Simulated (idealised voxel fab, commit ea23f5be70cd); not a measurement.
The document below concerns the process module designated voxel gate over fins.
Cross-sectional view cut (width: 290 nm; square cell size: 5 nm).
Think of the cross-section as a grid of square cells. We describe it in bands, top to bottom, and each band covers one or more rows of those cells.
Per band: top height and bottom height in nm, followed by the left-to-right materials and their widths in nm; "everywhere" marks a single material spanning edge to edge, "blank" marks empty space.
Counting heights begins at 0, where everything beneath is, in the wafer as received, one material. The lowest band has no bottom; it goes on downwards, as "top 0, no bottom" shows.
Top row gets the first number, bottom row gets the second, and each row in between changes by the same step: that is how a band width like "30->40" works.
It should be understood that the words "everything unchanged", when stated for a given step, signify that the cross-section underwent no change in any of its cells during that step.
This entry, "Closed cavities", enumerates those empty regions of no fewer than 8 cells that possess no open connection to the top. Each region is reported in the form width x height at distance, the distance being taken from the left edge, with all three quantities expressed in nm.
What comes after the settings on a step's line is commentary from the simulator itself on that step.
The setting "overlay nm" may be written on the line of a step. When the step uses a mask, the value reports how far to the right of the planned place the mask lay, and a negative value reports that it lay to the left.

PLANNED STEP LIST FOR THE PROCESS
- 1: RECEIVE: material Si
- 2: CONFORMAL_DEP: material SiN, thk nm 10
- 3: PATTERN: tone cover, mask id FINS, material resist, width nm 15, pitch nm 35, thk nm 20, overlay nm 0
- 4: DIRECTIONAL_ETCH: etch materials SiN, depth nm 10
- 5: DIRECTIONAL_ETCH: etch materials Si, depth nm 35
- 6: STRIP: etch materials resist
- 7: OXIDIZE: depth nm 5
- 8: FILL_DEP: material SiO2, thk nm 10
- 9: CMP: height nm 10
- 10: SELECTIVE_ETCH: etch materials SiO2, depth nm 25
- 11: STRIP: etch materials SiN
- 12: CONFORMAL_DEP: material HfO2, thk nm 5
- 13: CONFORMAL_DEP: material TiN, thk nm 5
- 14: FILL_DEP: material W, thk nm 10
- 15: CMP: height nm 15
- 16: CONFORMAL_DEP: material SiCN, thk nm 10

DELIVERED WAFER IN CROSS-SECTION: STATE AFTER STEP 1
* top 0, no bottom = Si everywhere
* Closed cavities: none

WAFER CROSS-SECTION AT END OF MODULE: START AND PLAN AS SHOWN ABOVE, ONE EXECUTION ERROR
* top 25, bottom 15 = SiCN everywhere
* top 15, bottom 10 = W everywhere
* top 10, bottom 5 = W: 115, then SiO2: 25, then W: 10, then SiO2: 25, then W: 115
* top 5, bottom 0 = W: 115, then SiO2: 5, then HfO2: 15, then SiO2: 5, then W: 10, then SiO2: 5, then HfO2: 15, then SiO2: 5, then W: 115
* top 0, bottom -5 = W: 115, then SiO2: 5, then HfO2: 5, then Si: 5, then HfO2: 5, then SiO2: 5, then W: 10, then SiO2: 5, then HfO2: 5, then Si: 5, then HfO2: 5, then SiO2: 5, then W: 115
* top -5, bottom -10 = SiO2: 120, then HfO2: 5, then Si: 5, then HfO2: 5, then SiO2: 20, then HfO2: 5, then Si: 5, then HfO2: 5, then SiO2: 120
* top -10, bottom -15 = HfO2: 125, then Si: 5, then HfO2: 30, then Si: 5, then HfO2: 125
* top -15, bottom -40 = SiO2: 125, then Si: 5, then SiO2: 30, then Si: 5, then SiO2: 125
* top -40, no bottom = Si everywhere
* Closed cavities: none
What was the processing mistake? for step 13, the planned setting was not used; the step was instead run as CONFORMAL_DEP: material SiO2, thk nm 5
